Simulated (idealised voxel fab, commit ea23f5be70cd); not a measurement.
Proc. module: voxel wiring stack
Cross-section cut: width 230 nm, square cells of 5 nm.
Heads up, the way a cross-section reads in here is a grid of square cells, handed over as bands from the top down, with every band being one or more rows of cells. Heights first: top, then bottom, in nm. Then materials, left to right, each with a width in nm. "everywhere" on a single material: fills the band edge to edge. "empty": empty space. Heights are expressed relative to 0, this being the level below which the as-received wafer comprises one material exclusively. The lowest band is unbounded in the downward direction and is denoted as in "0 and below". You'd read "30..40" like this: the band's top row of cells is as wide as the first number, its bottom row is as wide as the second, and going down, every row changes width by the same amount as the row before did. Step marked "remains unaltered"? Then no cell in the cross-section changed in it. "Completely sealed voids" contains a list of empty spaces, each no smaller than 8 cells and without an open way to the top, written in the form width x height at distance with the distance from the left edge and all three in nm. Anything after a step's settings on that line? It's the simulator's own note about the step. Each step line may optionally specify "overlay nm", which for a step with a mask gives the rightward distance between the mask's planned place and where it lay, a negative value indicating the leftward direction.
Steps in the process plan
1 RECEIVE,material Si
2 CONFORMAL_DEP,material SiO2,thk nm 10
3 DIRECTIONAL_DEP,material TiN,thk nm 5
4 DIRECTIONAL_DEP,material W,thk nm 20
5 DIRECTIONAL_DEP,material aC,thk nm 15
6 PATTERN,tone cover,mask id METAL_1,material resist,width nm 30,pitch nm 50,thk nm 35,overlay nm 0
7 DIRECTIONAL_ETCH,etch materials aC,depth nm 15
8 STRIP,etch materials resist
9 DIRECTIONAL_ETCH,etch materials W,depth nm 20
10 DIRECTIONAL_ETCH,etch materials TiN,depth nm 5
11 STRIP,etch materials aC
12 FILL_DEP,material SiO2,thk nm 5
13 CMP,height nm 35
14 CONFORMAL_DEP,material SiCN,thk nm 5
15 DIRECTIONAL_DEP,material SiO2,thk nm 25
16 DIRECTIONAL_DEP,material aC,thk nm 15
17 PATTERN,tone open,mask id METAL_2,material resist,width nm 30,pitch nm 50,thk nm 35,overlay nm 0
18 DIRECTIONAL_ETCH,etch materials aC,depth nm 15
19 STRIP,etch materials resist
20 DIRECTIONAL_ETCH,etch materials SiO2,depth nm 15
21 STRIP,etch materials aC
22 PATTERN,tone open,mask id METAL_2_HOLES,material resist,width nm 15,pitch nm 50,thk nm 20,overlay nm 0
23 DIRECTIONAL_ETCH,etch materials SiO2,depth nm 10
24 DIRECTIONAL_ETCH,etch materials SiCN,depth nm 5
25 STRIP,etch materials resist
26 CONFORMAL_DEP,material TiN,thk nm 5
27 FILL_DEP,material Cu,thk nm 5
28 CMP,height nm 65
29 CONFORMAL_DEP,material SiCN,thk nm 5
30 DIRECTIONAL_DEP,material SiO2,thk nm 30
31 DIRECTIONAL_DEP,material aC,thk nm 10
32 PATTERN,tone open,mask id METAL_3_HOLES,material resist,width nm 15,pitch nm 50,thk nm 30,overlay nm 0
33 DIRECTIONAL_ETCH,etch materials aC,depth nm 10
34 STRIP,etch materials resist
35 DIRECTIONAL_ETCH,etch materials SiO2,depth nm 30
36 STRIP,etch materials aC
37 DIRECTIONAL_DEP,material aC,thk nm 15
38 PATTERN,tone open,mask id METAL_3,material resist,width nm 30,pitch nm 50,thk nm 35,overlay nm 0
39 DIRECTIONAL_ETCH,etch materials aC,depth nm 15
40 STRIP,etch materials resist
41 DIRECTIONAL_ETCH,etch materials SiO2,depth nm 20
42 DIRECTIONAL_ETCH,etch materials SiCN,depth nm 5
43 STRIP,etch materials aC
44 CONFORMAL_DEP,material TiN,thk nm 5
45 FILL_DEP,material Cu,thk nm 10
46 CMP,height nm 100
47 CONFORMAL_DEP,material SiN,thk nm 5
First of two wafers, processed according to plan
The cross-section here shows the wafer as received, i.e. in its state after step 1
* 0 and below: Si everywhere
* Completely sealed voids: none
Cross-section of the wafer subsequent to step 2
* 10 down to 0: SiO2 everywhere
* Below 0, the layers are the same as they were.
Cross-section of the wafer subsequent to step 3
* 15 down to 10: TiN everywhere
* Below 10, the layers are the same as they were.
Cross-section of the wafer subsequent to step 4
* 35 down to 15: W everywhere
* Below 15, the layers are the same as they were.
Cross-section of the wafer subsequent to step 5
* 50 down to 35: aC everywhere
* Below 35, the layers are the same as they were.
Cross-section of the wafer subsequent to step 6
* 85 down to 50: empty 75 nm / resist 30 nm / empty 20 nm / resist 30 nm / empty 75 nm
* Below 50, the layers are the same as they were.
Cross-section of the wafer subsequent to step 7
* 70 down to 50: empty 75 nm / resist 30 nm / empty 20 nm / resist 30 nm / empty 75 nm
* 50 down to 35: empty 75 nm / aC 30 nm / empty 20 nm / aC 30 nm / empty 75 nm
* Below 35, the layers are the same as they were.
Cross-section of the wafer subsequent to step 8
* 50 down to 35: empty 75 nm / aC 30 nm / empty 20 nm / aC 30 nm / empty 75 nm
* Below 35, the layers are the same as they were.
Cross-section of the wafer subsequent to step 9
* 50 down to 35: empty 75 nm / aC 30 nm / empty 20 nm / aC 30 nm / empty 75 nm
* 35 down to 15: empty 75 nm / W 30 nm / empty 20 nm / W 30 nm / empty 75 nm
* Below 15, the layers are the same as they were.
Cross-section of the wafer subsequent to step 10
* 50 down to 35: empty 75 nm / aC 30 nm / empty 20 nm / aC 30 nm / empty 75 nm
* 35 down to 15: empty 75 nm / W 30 nm / empty 20 nm / W 30 nm / empty 75 nm
* 15 down to 10: empty 75 nm / TiN 30 nm / empty 20 nm / TiN 30 nm / empty 75 nm
* Below 10, the layers are the same as they were.
Cross-section of the wafer subsequent to step 11
* 35 down to 15: empty 75 nm / W 30 nm / empty 20 nm / W 30 nm / empty 75 nm
* Below 15, the layers are the same as they were.
Cross-section of the wafer subsequent to step 12
* 40 down to 35: SiO2 everywhere
* 35 down to 15: SiO2 75 nm / W 30 nm / SiO2 20 nm / W 30 nm / SiO2 75 nm
* 15 down to 10: SiO2 75 nm / TiN 30 nm / SiO2 20 nm / TiN 30 nm / SiO2 75 nm
* Below 10, the layers are the same as they were.
Cross-section of the wafer subsequent to step 13
* 35 down to 15: SiO2 75 nm / W 30 nm / SiO2 20 nm / W 30 nm / SiO2 75 nm
* Below 15, the layers are the same as they were.
Cross-section of the wafer subsequent to step 14
* 40 down to 35: SiCN everywhere
* Below 35, the layers are the same as they were.
Cross-section of the wafer subsequent to step 15
* 65 down to 40: SiO2 everywhere
* Below 40, the layers are the same as they were.
Cross-section of the wafer subsequent to step 16
* 80 down to 65: aC everywhere
* Below 65, the layers are the same as they were.
Cross-section of the wafer subsequent to step 17
* 115 down to 80: resist 75 nm / empty 30 nm / resist 20 nm / empty 30 nm / resist 75 nm
* Below 80, the layers are the same as they were.
Cross-section of the wafer subsequent to step 18
* 100 down to 80: resist 75 nm / empty 30 nm / resist 20 nm / empty 30 nm / resist 75 nm
* 80 down to 65: aC 75 nm / empty 30 nm / aC 20 nm / empty 30 nm / aC 75 nm
* Below 65, the layers are the same as they were.
Cross-section of the wafer subsequent to step 19
* 80 down to 65: aC 75 nm / empty 30 nm / aC 20 nm / empty 30 nm / aC 75 nm
* Below 65, the layers are the same as they were.
Cross-section of the wafer subsequent to step 20
* 80 down to 65: aC 75 nm / empty 30 nm / aC 20 nm / empty 30 nm / aC 75 nm
* 65 down to 50: SiO2 75 nm / empty 30 nm / SiO2 20 nm / empty 30 nm / SiO2 75 nm
* Below 50, the layers are the same as they were.
Cross-section of the wafer subsequent to step 21
* 65 down to 50: SiO2 75 nm / empty 30 nm / SiO2 20 nm / empty 30 nm / SiO2 75 nm
* Below 50, the layers are the same as they were.
Cross-section of the wafer subsequent to step 22
* 85 down to 65: resist 75 nm / empty 15 nm / resist 35 nm / empty 15 nm / resist 90 nm
* 65 down to 50: SiO2 75 nm / empty 15 nm / resist 15 nm / SiO2 20 nm / empty 15 nm / resist 15 nm / SiO2 75 nm
* Below 50, the layers are the same as they were.
Cross-section of the wafer subsequent to step 23
* 85 down to 65: resist 75 nm / empty 15 nm / resist 35 nm / empty 15 nm / resist 90 nm
* 65 down to 50: SiO2 75 nm / empty 15 nm / resist 15 nm / SiO2 20 nm / empty 15 nm / resist 15 nm / SiO2 75 nm
* 50 down to 40: SiO2 75 nm / empty 15 nm / SiO2 35 nm / empty 15 nm / SiO2 90 nm
* Below 40, the layers are the same as they were.
Cross-section of the wafer subsequent to step 24
* 85 down to 65: resist 75 nm / empty 15 nm / resist 35 nm / empty 15 nm / resist 90 nm
* 65 down to 50: SiO2 75 nm / empty 15 nm / resist 15 nm / SiO2 20 nm / empty 15 nm / resist 15 nm / SiO2 75 nm
* 50 down to 40: SiO2 75 nm / empty 15 nm / SiO2 35 nm / empty 15 nm / SiO2 90 nm
* 40 down to 35: SiCN 75 nm / empty 15 nm / SiCN 35 nm / empty 15 nm / SiCN 90 nm
* Below 35, the layers are the same as they were.
Cross-section of the wafer subsequent to step 25
* 65 down to 50: SiO2 75 nm / empty 30 nm / SiO2 20 nm / empty 30 nm / SiO2 75 nm
* Below 50, the layers are the same as they were.
Cross-section of the wafer subsequent to step 26
* 70 down to 65: TiN 80 nm / empty 20 nm / TiN 30 nm / empty 20 nm / TiN 80 nm
* 65 down to 55: SiO2 75 nm / TiN 5 nm / empty 20 nm / TiN 5 nm / SiO2 20 nm / TiN 5 nm / empty 20 nm / TiN 5 nm / SiO2 75 nm
* 55 down to 50: SiO2 75 nm / TiN 5 nm / empty 5 nm / TiN 20 nm / SiO2 20 nm / TiN 5 nm / empty 5 nm / TiN 20 nm / SiO2 75 nm
* 50 down to 40: SiO2 75 nm / TiN 5 nm / empty 5 nm / TiN 5 nm / SiO2 35 nm / TiN 5 nm / empty 5 nm / TiN 5 nm / SiO2 90 nm
* 40 down to 35: SiCN 75 nm / TiN 15 nm / SiCN 35 nm / TiN 15 nm / SiCN 90 nm
* Below 35, the layers are the same as they were.
Cross-section of the wafer subsequent to step 27
* 75 down to 70: Cu everywhere
* 70 down to 65: TiN 80 nm / Cu 20 nm / TiN 30 nm / Cu 20 nm / TiN 80 nm
* 65 down to 55: SiO2 75 nm / TiN 5 nm / Cu 20 nm / TiN 5 nm / SiO2 20 nm / TiN 5 nm / Cu 20 nm / TiN 5 nm / SiO2 75 nm
* 55 down to 50: SiO2 75 nm / TiN 5 nm / Cu 5 nm / TiN 20 nm / SiO2 20 nm / TiN 5 nm / Cu 5 nm / TiN 20 nm / SiO2 75 nm
* 50 down to 40: SiO2 75 nm / TiN 5 nm / Cu 5 nm / TiN 5 nm / SiO2 35 nm / TiN 5 nm / Cu 5 nm / TiN 5 nm / SiO2 90 nm
* Below 40, the layers are the same as they were.
Cross-section of the wafer subsequent to step 28
* 65 down to 55: SiO2 75 nm / TiN 5 nm / Cu 20 nm / TiN 5 nm / SiO2 20 nm / TiN 5 nm / Cu 20 nm / TiN 5 nm / SiO2 75 nm
* Below 55, the layers are the same as they were.
Cross-section of the wafer subsequent to step 29
* 70 down to 65: SiCN everywhere
* Below 65, the layers are the same as they were.
Cross-section of the wafer subsequent to step 30
* 100 down to 70: SiO2 everywhere
* Below 70, the layers are the same as they were.
Cross-section of the wafer subsequent to step 31
* 110 down to 100: aC everywhere
* Below 100, the layers are the same as they were.
Cross-section of the wafer subsequent to step 32
* 140 down to 110: resist 75 nm / empty 15 nm / resist 35 nm / empty 15 nm / resist 90 nm
* Below 110, the layers are the same as they were.
Cross-section of the wafer subsequent to step 33
* 130 down to 110: resist 75 nm / empty 15 nm / resist 35 nm / empty 15 nm / resist 90 nm
* 110 down to 100: aC 75 nm / empty 15 nm / aC 35 nm / empty 15 nm / aC 90 nm
* Below 100, the layers are the same as they were.
Cross-section of the wafer subsequent to step 34
* 110 down to 100: aC 75 nm / empty 15 nm / aC 35 nm / empty 15 nm / aC 90 nm
* Below 100, the layers are the same as they were.
Cross-section of the wafer subsequent to step 35
* 110 down to 100: aC 75 nm / empty 15 nm / aC 35 nm / empty 15 nm / aC 90 nm
* 100 down to 70: SiO2 75 nm / empty 15 nm / SiO2 35 nm / empty 15 nm / SiO2 90 nm
* Below 70, the layers are the same as they were.
Cross-section of the wafer subsequent to step 36
* 100 down to 70: SiO2 75 nm / empty 15 nm / SiO2 35 nm / empty 15 nm / SiO2 90 nm
* Below 70, the layers are the same as they were.
Cross-section of the wafer subsequent to step 37
* 115 down to 100: aC 75 nm / empty 15 nm / aC 35 nm / empty 15 nm / aC 90 nm
* 100 down to 85: SiO2 75 nm / empty 15 nm / SiO2 35 nm / empty 15 nm / SiO2 90 nm
* 85 down to 70: SiO2 75 nm / aC 15 nm / SiO2 35 nm / aC 15 nm / SiO2 90 nm
* Below 70, the layers are the same as they were.
Cross-section of the wafer subsequent to step 38
* 150 down to 115: resist 75 nm / empty 30 nm / resist 20 nm / empty 30 nm / resist 75 nm
* Below 115, the layers are the same as they were.
Cross-section of the wafer subsequent to step 39
* 135 down to 115: resist 75 nm / empty 30 nm / resist 20 nm / empty 30 nm / resist 75 nm
* 115 down to 100: aC 75 nm / empty 30 nm / aC 20 nm / empty 30 nm / aC 75 nm
* 100 down to 70: SiO2 75 nm / empty 15 nm / SiO2 35 nm / empty 15 nm / SiO2 90 nm
* Below 70, the layers are the same as they were.
Cross-section of the wafer subsequent to step 40
* 115 down to 100: aC 75 nm / empty 30 nm / aC 20 nm / empty 30 nm / aC 75 nm
* Below 100, the layers are the same as they were.
Cross-section of the wafer subsequent to step 41
* 115 down to 100: aC 75 nm / empty 30 nm / aC 20 nm / empty 30 nm / aC 75 nm
* 100 down to 80: SiO2 75 nm / empty 30 nm / SiO2 20 nm / empty 30 nm / SiO2 75 nm
* Below 80, the layers are the same as they were.
Cross-section of the wafer subsequent to step 42
* 115 down to 100: aC 75 nm / empty 30 nm / aC 20 nm / empty 30 nm / aC 75 nm
* 100 down to 80: SiO2 75 nm / empty 30 nm / SiO2 20 nm / empty 30 nm / SiO2 75 nm
* 80 down to 70: SiO2 75 nm / empty 15 nm / SiO2 35 nm / empty 15 nm / SiO2 90 nm
* 70 down to 65: SiCN 75 nm / empty 15 nm / SiCN 35 nm / empty 15 nm / SiCN 90 nm
* Below 65, the layers are the same as they were.
Cross-section of the wafer subsequent to step 43
* 100 down to 80: SiO2 75 nm / empty 30 nm / SiO2 20 nm / empty 30 nm / SiO2 75 nm
* Below 80, the layers are the same as they were.
Cross-section of the wafer subsequent to step 44
* 105 down to 100: TiN 80 nm / empty 20 nm / TiN 30 nm / empty 20 nm / TiN 80 nm
* 100 down to 85: SiO2 75 nm / TiN 5 nm / empty 20 nm / TiN 5 nm / SiO2 20 nm / TiN 5 nm / empty 20 nm / TiN 5 nm / SiO2 75 nm
* 85 down to 80: SiO2 75 nm / TiN 5 nm / empty 5 nm / TiN 20 nm / SiO2 20 nm / TiN 5 nm / empty 5 nm / TiN 20 nm / SiO2 75 nm
* 80 down to 70: SiO2 75 nm / TiN 5 nm / empty 5 nm / TiN 5 nm / SiO2 35 nm / TiN 5 nm / empty 5 nm / TiN 5 nm / SiO2 90 nm
* 70 down to 65: SiCN 75 nm / TiN 15 nm / SiCN 35 nm / TiN 15 nm / SiCN 90 nm
* Below 65, the layers are the same as they were.
Cross-section of the wafer subsequent to step 45
* 115 down to 105: Cu everywhere
* 105 down to 100: TiN 80 nm / Cu 20 nm / TiN 30 nm / Cu 20 nm / TiN 80 nm
* 100 down to 85: SiO2 75 nm / TiN 5 nm / Cu 20 nm / TiN 5 nm / SiO2 20 nm / TiN 5 nm / Cu 20 nm / TiN 5 nm / SiO2 75 nm
* 85 down to 80: SiO2 75 nm / TiN 5 nm / Cu 5 nm / TiN 20 nm / SiO2 20 nm / TiN 5 nm / Cu 5 nm / TiN 20 nm / SiO2 75 nm
* 80 down to 70: SiO2 75 nm / TiN 5 nm / Cu 5 nm / TiN 5 nm / SiO2 35 nm / TiN 5 nm / Cu 5 nm / TiN 5 nm / SiO2 90 nm
* Below 70, the layers are the same as they were.
Cross-section of the wafer subsequent to step 46
* 100 down to 85: SiO2 75 nm / TiN 5 nm / Cu 20 nm / TiN 5 nm / SiO2 20 nm / TiN 5 nm / Cu 20 nm / TiN 5 nm / SiO2 75 nm
* Below 85, the layers are the same as they were.
Cross-section of the wafer subsequent to step 47
* 105 down to 100: SiN everywhere
* Below 100, the layers are the same as they were.
Wafer two. Identical start, identical plan. One mistake in execution. Identical history through step 37
Second wafer shown in cross-section at the time step 38 was slated to end
* 150 down to 115: resist 65 nm / empty 30 nm / resist 20 nm / empty 30 nm / resist 85 nm
* Below 115, the layers are the same as they were.
Second wafer shown in cross-section at the time step 39 was slated to end
* 135 down to 115: resist 65 nm / empty 30 nm / resist 20 nm / empty 30 nm / resist 85 nm
* 115 down to 100: aC 65 nm / empty 30 nm / aC 20 nm / empty 30 nm / aC 85 nm
* 100 down to 70: SiO2 75 nm / empty 15 nm / SiO2 35 nm / empty 15 nm / SiO2 90 nm
* Below 70, the layers are the same as they were.
Second wafer shown in cross-section at the time step 40 was slated to end
* 115 down to 100: aC 65 nm / empty 30 nm / aC 20 nm / empty 30 nm / aC 85 nm
* Below 100, the layers are the same as they were.
Second wafer shown in cross-section at the time step 41 was slated to end
* 115 down to 100: aC 65 nm / empty 30 nm / aC 20 nm / empty 30 nm / aC 85 nm
* 100 down to 80: SiO2 65 nm / empty 30 nm / SiO2 20 nm / empty 30 nm / SiO2 85 nm
* Below 80, the layers are the same as they were.
Second wafer shown in cross-section at the time step 42 was slated to end
* 115 down to 100: aC 65 nm / empty 30 nm / aC 20 nm / empty 30 nm / aC 85 nm
* 100 down to 80: SiO2 65 nm / empty 30 nm / SiO2 20 nm / empty 30 nm / SiO2 85 nm
* 80 down to 70: SiO2 75 nm / empty 15 nm / SiO2 35 nm / empty 15 nm / SiO2 90 nm
* 70 down to 65: SiCN 75 nm / empty 15 nm / SiCN 35 nm / empty 15 nm / SiCN 90 nm
* Below 65, the layers are the same as they were.
Second wafer shown in cross-section at the time step 43 was slated to end
* 100 down to 80: SiO2 65 nm / empty 30 nm / SiO2 20 nm / empty 30 nm / SiO2 85 nm
* Below 80, the layers are the same as they were.
Second wafer shown in cross-section at the time step 44 was slated to end
* 105 down to 100: TiN 70 nm / empty 20 nm / TiN 30 nm / empty 20 nm / TiN 90 nm
* 100 down to 85: SiO2 65 nm / TiN 5 nm / empty 20 nm / TiN 5 nm / SiO2 20 nm / TiN 5 nm / empty 20 nm / TiN 5 nm / SiO2 85 nm
* 85 down to 80: SiO2 65 nm / TiN 15 nm / empty 5 nm / TiN 10 nm / SiO2 20 nm / TiN 15 nm / empty 5 nm / TiN 10 nm / SiO2 85 nm
* 80 down to 70: SiO2 75 nm / TiN 5 nm / empty 5 nm / TiN 5 nm / SiO2 35 nm / TiN 5 nm / empty 5 nm / TiN 5 nm / SiO2 90 nm
* 70 down to 65: SiCN 75 nm / TiN 15 nm / SiCN 35 nm / TiN 15 nm / SiCN 90 nm
* Below 65, the layers are the same as they were.
Second wafer shown in cross-section at the time step 45 was slated to end
* 115 down to 105: Cu everywhere
* 105 down to 100: TiN 70 nm / Cu 20 nm / TiN 30 nm / Cu 20 nm / TiN 90 nm
* 100 down to 85: SiO2 65 nm / TiN 5 nm / Cu 20 nm / TiN 5 nm / SiO2 20 nm / TiN 5 nm / Cu 20 nm / TiN 5 nm / SiO2 85 nm
* 85 down to 80: SiO2 65 nm / TiN 15 nm / Cu 5 nm / TiN 10 nm / SiO2 20 nm / TiN 15 nm / Cu 5 nm / TiN 10 nm / SiO2 85 nm
* 80 down to 70: SiO2 75 nm / TiN 5 nm / Cu 5 nm / TiN 5 nm / SiO2 35 nm / TiN 5 nm / Cu 5 nm / TiN 5 nm / SiO2 90 nm
* Below 70, the layers are the same as they were.
Second wafer shown in cross-section at the time step 46 was slated to end
* 100 down to 85: SiO2 65 nm / TiN 5 nm / Cu 20 nm / TiN 5 nm / SiO2 20 nm / TiN 5 nm / Cu 20 nm / TiN 5 nm / SiO2 85 nm
* Below 85, the layers are the same as they were.
Second wafer shown in cross-section at the time step 47 was slated to end
* 105 down to 100: SiN everywhere
* Below 100, the layers are the same as they were.
Diagnosis: step 38 deviated from plan and actually ran as PATTERN,tone open,mask id METAL_3,material resist,width nm 30,pitch nm 50,thk nm 35,overlay nm -10
At the end, the second wafer has the same number of cells of each material as the first, but those cells sit in other places.
